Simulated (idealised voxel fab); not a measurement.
The document below concerns the process module designated voxel ribs on slabs.
Section shown: cut. Width: 190 nm. Cell size: 5 nm, square.
Each cross-section below is a grid of square cells, stated as bands in top-down order, with one or more rows of cells making up each band. Heights first: top, then bottom, in nm. Then materials, left to right, each with a width in nm. "all across" on a single material: fills the band edge to edge. "empty": empty space. Below 0: as-received wafer, all one material; heights counted from there. Lowest band: no bottom, goes on down, written "0..down". A two-number width, for instance "30 to 40", indicates that the width is equal to the first number in the top row of the band and to the second number in the bottom row, and that it changes by a constant amount per row of cells. "stayed the same" means the step left every cell of the cross-section as it was. "Closed empty spaces" contains a list of empty spaces, each no smaller than 8 cells and without an open way to the top, written in the form width x height at distance with the distance from the left edge and all three in nm. If you see something after the settings on a step's line, that's the simulator's own remark about that step. Each step line may optionally specify "overlay nm", which for a step with a mask gives the rightward distance between the mask's planned place and where it lay, a negative value indicating the leftward direction.
Steps in the process plan:
step 1: RECEIVE | material Si
step 2: DIRECTIONAL_DEP | material SiO2 | thk nm 20
step 3: DIRECTIONAL_DEP | material polySi | thk nm 25
step 4: DIRECTIONAL_DEP | material aC | thk nm 15
step 5: PATTERN | tone cover | mask id RIB | material resist | width nm 30 | thk nm 35 | overlay nm 0
step 6: DIRECTIONAL_ETCH | etch materials aC | depth nm 15
step 7: STRIP | etch materials resist
step 8: DIRECTIONAL_ETCH | etch materials polySi | depth nm 10
step 9: STRIP | etch materials aC
step 10: MASKED_ETCH | tone cover | mask id SLAB | width nm 90 | etch materials polySi | depth nm 15 | overlay nm 0
step 11: FILL_DEP | material SiO2 | thk nm 20
step 12: CMP | height nm 65
step 13: DIRECTIONAL_DEP | material W | thk nm 5
step 14: PATTERN | tone cover | mask id HEATER | material resist | width nm 40 | thk nm 15 | overlay nm 0
step 15: DIRECTIONAL_ETCH | etch materials W | depth nm 5
step 16: STRIP | etch materials resist
step 17: CONFORMAL_DEP | material SiO2 | thk nm 5
Quick note for whoever runs this: the wafers start identical, but the thk nm at step 2 isn't the same across them. The plan just shows what the first wafer had.
Cross-section, first of several wafers, as delivered after step 1:
	0..down: Si all across
	Closed empty spaces: none
Quick look at the cross-section of the first of several wafers after step 17, which wraps up the module:
	75..70: empty 70, SiO2 50, empty 70
	70..65: SiO2 75, W 40, SiO2 75
	65..45: SiO2 all across
	45..35: SiO2 80, polySi 30, SiO2 80
	35..20: SiO2 50, polySi 90, SiO2 50
	20..0: SiO2 all across
	0..down: Si all across
	Closed empty spaces: none
last wafer at the end:
	75..70: empty 70, SiO2 50, empty 70
	70..65: SiO2 75, W 40, SiO2 75
	65..55: SiO2 80, polySi 30, SiO2 80
	55..40: SiO2 50, polySi 90, SiO2 50
	40..0: SiO2 all across
	0..down: Si all across
	Closed empty spaces: none
Gained (+) or lost (-) cells of each material since receipt, then closed voids: one row per wafer, at the end of the module:
thk nm 20, +468 SiO2, +8 W, +66 polySi, Closed empty spaces: none
thk nm 25, +468 SiO2, +8 W, +66 polySi, Closed empty spaces: none
thk nm 30, +468 SiO2, +8 W, +66 polySi, Closed empty spaces: none
thk nm 35, +468 SiO2, +8 W, +66 polySi, Closed empty spaces: none
thk nm 40, +468 SiO2, +8 W, +66 polySi, Closed empty spaces: none
